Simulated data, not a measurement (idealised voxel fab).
This is a process module. Its name is voxel spacer lines.
Square cells of 5 nm make up the cross-section cut, whose width is 295 nm.
Format of a cross-section: grid, square cells. Given as bands. Order: top down. Band: one or more rows of cells.
Top, bottom (nm), then materials left to right with widths (nm); lone material tagged "throughout" fills the whole band edge to edge; "empty" = empty space.
Where do heights start? At 0: under that level the wafer as delivered is made of one material only. And the lowest band has no floor; it just carries on downward, as in "0 nm and below".
Read "30->40" as a graded width: first number on top, second number at the bottom, same change between each pair of neighbouring rows.
Where the words "no change" appear for a step, the cross-section shows no cell changed by that step; every cell remained as before.
Look at "closed voids" for the closed voids: empty spaces with no open path to the top, sized 8 cells or up. Each is width x height at distance, distance from the left edge, all nm.
Past the settings on a step's line: simulator remark, on that step.
A step line may carry the setting "overlay nm", which, for steps involving a mask, states the distance by which the mask lay to the right of its intended position; negative values denote displacement to the left.
Process steps - plan:
- 1: op RECEIVE | material Si
- 2: op CONFORMAL_DEP | material Al2O3 | thk nm 10
- 3: op DIRECTIONAL_DEP | material TiN | thk nm 10
- 4: op DIRECTIONAL_DEP | material aC | thk nm 20
- 5: op PATTERN | tone cover | mask id MANDREL | material resist | width nm 25 | pitch nm 70 | thk nm 25 | overlay nm 0
- 6: op DIRECTIONAL_ETCH | etch materials aC | depth nm 20
- 7: op STRIP | etch materials resist
- 8: op CONFORMAL_DEP | material SiO2 | thk nm 10
- 9: op DIRECTIONAL_ETCH | etch materials SiO2 | depth nm 10
- 10: op STRIP | etch materials aC
- 11: op DIRECTIONAL_ETCH | etch materials TiN | depth nm 10
- 12: op STRIP | etch materials SiO2
- 13: op FILL_DEP | material SiO2 | thk nm 5
- 14: op CMP | height nm 20
This is the cross-section of the wafer as we received it, i.e. after step 1:
* 0 nm and below = Si throughout
* closed voids: none
Cross-sectional result after module completion. Note: starting condition and plan are unchanged from above; one processing mistake was made:
* 20 nm to 10 nm = 60 nm SiO2 / 10 nm TiN / 25 nm SiO2 / 10 nm TiN / 25 nm SiO2 / 10 nm TiN / 25 nm SiO2 / 10 nm TiN / 25 nm SiO2 / 10 nm TiN / 25 nm SiO2 / 10 nm TiN / 50 nm SiO2
* 10 nm to 0 nm = Al2O3 throughout
* 0 nm and below = Si throughout
* closed voids: none
Where did the run depart from the plan? step 5 was run on a setting that differed from the plan, and what really ran there is op PATTERN | tone cover | mask id MANDREL | material resist | width nm 25 | pitch nm 70 | thk nm 25 | overlay nm 5
